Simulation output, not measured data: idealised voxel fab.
Process module, titled voxel capacitor over wiring
The width of the displayed cross-section, cut, is 265 nm; its cells are square, with a size of 5 nm.
Each cross-section below is a grid of square cells, stated as bands in top-down order, with one or more rows of cells making up each band.
This entry defines a band. It first specifies the height of the band's top and the height of its bottom in nm, and then specifies the band's materials from left to right, stating each material with its width in nm. The word "edge to edge" identifies a single material that fills the band from edge to edge, while the word "blank" identifies empty space.
It should be noted that heights are counted from 0, beneath which the wafer as supplied is of one material throughout, and that the lowest band possesses no lower boundary but continues downward, as written in "0 nm and below".
Top row gets the first number, bottom row gets the second, and each row in between changes by the same step: that is how a band width like "30->40" works.
Given "no alteration" for a step, no cell of the cross-section differs between before and after that step.
What "Sealed voids" gives you is every empty space of 8 cells or more that is cut off from the top. Each appears as width x height at distance, with the distance taken from the left edge and width, height and distance all in nm.
after a step's settings: what the simulator itself notes on the step
When a step includes a mask, the "overlay nm" setting on its line states how far to the right of its planned place that mask lay, and negative values state how far to the left.

The following list gives the planned process steps:
1. RECEIVE,material Si
2. CONFORMAL_DEP,material SiO2,thk nm 10
3. DIRECTIONAL_DEP,material TiN,thk nm 5
4. DIRECTIONAL_DEP,material W,thk nm 20
5. PATTERN,tone cover,mask id METAL_1,material resist,width nm 25,pitch nm 75,thk nm 20,overlay nm 0
6. DIRECTIONAL_ETCH,etch materials W,depth nm 20
7. DIRECTIONAL_ETCH,etch materials TiN,depth nm 5
8. STRIP,etch materials resist
9. FILL_DEP,material lowk,thk nm 10
10. CMP,height nm 35
11. CONFORMAL_DEP,material SiCN,thk nm 5
12. DIRECTIONAL_DEP,material lowk,thk nm 20
13. DIRECTIONAL_DEP,material aC,thk nm 15
14. PATTERN,tone open,mask id PLUG_1,material resist,width nm 15,thk nm 30,overlay nm 0
15. DIRECTIONAL_ETCH,etch materials aC,depth nm 15
16. STRIP,etch materials resist
17. DIRECTIONAL_ETCH,etch materials lowk,depth nm 20
18. DIRECTIONAL_ETCH,etch materials SiCN,depth nm 5
19. STRIP,etch materials aC
20. EPI,material Ru,thk nm 10
21. EPI,material Ru,thk nm 10
22. EPI,material Ru,thk nm 5
23. DIRECTIONAL_DEP,material TiN,thk nm 5
24. DIRECTIONAL_DEP,material SiN,thk nm 5
25. DIRECTIONAL_DEP,material TiN,thk nm 10
26. DIRECTIONAL_DEP,material aC,thk nm 15
27. PATTERN,tone cover,mask id UPPER_PLATE,material resist,width nm 55,thk nm 30,overlay nm 0
28. DIRECTIONAL_ETCH,etch materials aC,depth nm 15
29. STRIP,etch materials resist
30. DIRECTIONAL_ETCH,etch materials TiN,depth nm 10
31. DIRECTIONAL_ETCH,etch materials SiN,depth nm 5
32. STRIP,etch materials aC
33. MASKED_ETCH,tone cover,mask id LOWER_PLATE,width nm 65,etch materials TiN,depth nm 5,overlay nm 0
34. FILL_DEP,material SiO2,thk nm 15
35. CMP,height nm 90
36. DIRECTIONAL_DEP,material aC,thk nm 15
37. PATTERN,tone open,mask id PLUG_2,material resist,width nm 15,thk nm 30,overlay nm 0
38. DIRECTIONAL_ETCH,etch materials aC,depth nm 15
39. STRIP,etch materials resist
40. DIRECTIONAL_ETCH,etch materials SiO2,depth nm 10
41. STRIP,etch materials aC
42. CONFORMAL_DEP,material TiN,thk nm 5
43. FILL_DEP,material W,thk nm 10
44. CMP,height nm 90
45. CONFORMAL_DEP,material SiCN,thk nm 5

Incoming wafer, cross-sectional view, post step 1:
> 0 nm and below | Si edge to edge
> Sealed voids: none

Post-module cross-section: identical start and plan to those above, one misstep in execution:
> 95 nm to 90 nm | SiCN edge to edge
> 90 nm to 85 nm | 100 nm SiO2, then 5 nm TiN, then 5 nm W, then 5 nm TiN, then 150 nm SiO2
> 85 nm to 80 nm | 100 nm SiO2, then 15 nm TiN, then 150 nm SiO2
> 80 nm to 75 nm | SiO2 edge to edge
> 75 nm to 65 nm | 90 nm SiO2, then 55 nm TiN, then 120 nm SiO2
> 65 nm to 60 nm | 90 nm SiO2, then 55 nm SiN, then 120 nm SiO2
> 60 nm to 40 nm | 90 nm lowk, then 15 nm Ru, then 160 nm lowk
> 40 nm to 35 nm | 90 nm SiCN, then 15 nm Ru, then 160 nm SiCN
> 35 nm to 15 nm | 80 nm lowk, then 25 nm W, then 50 nm lowk, then 25 nm W, then 85 nm lowk
> 15 nm to 10 nm | 80 nm lowk, then 25 nm TiN, then 50 nm lowk, then 25 nm TiN, then 85 nm lowk
> 10 nm to 0 nm | SiO2 edge to edge
> 0 nm and below | Si edge to edge
> Sealed voids: none
The plan and the run diverged here: heads up, step 23 of the plan was skipped and never actually ran
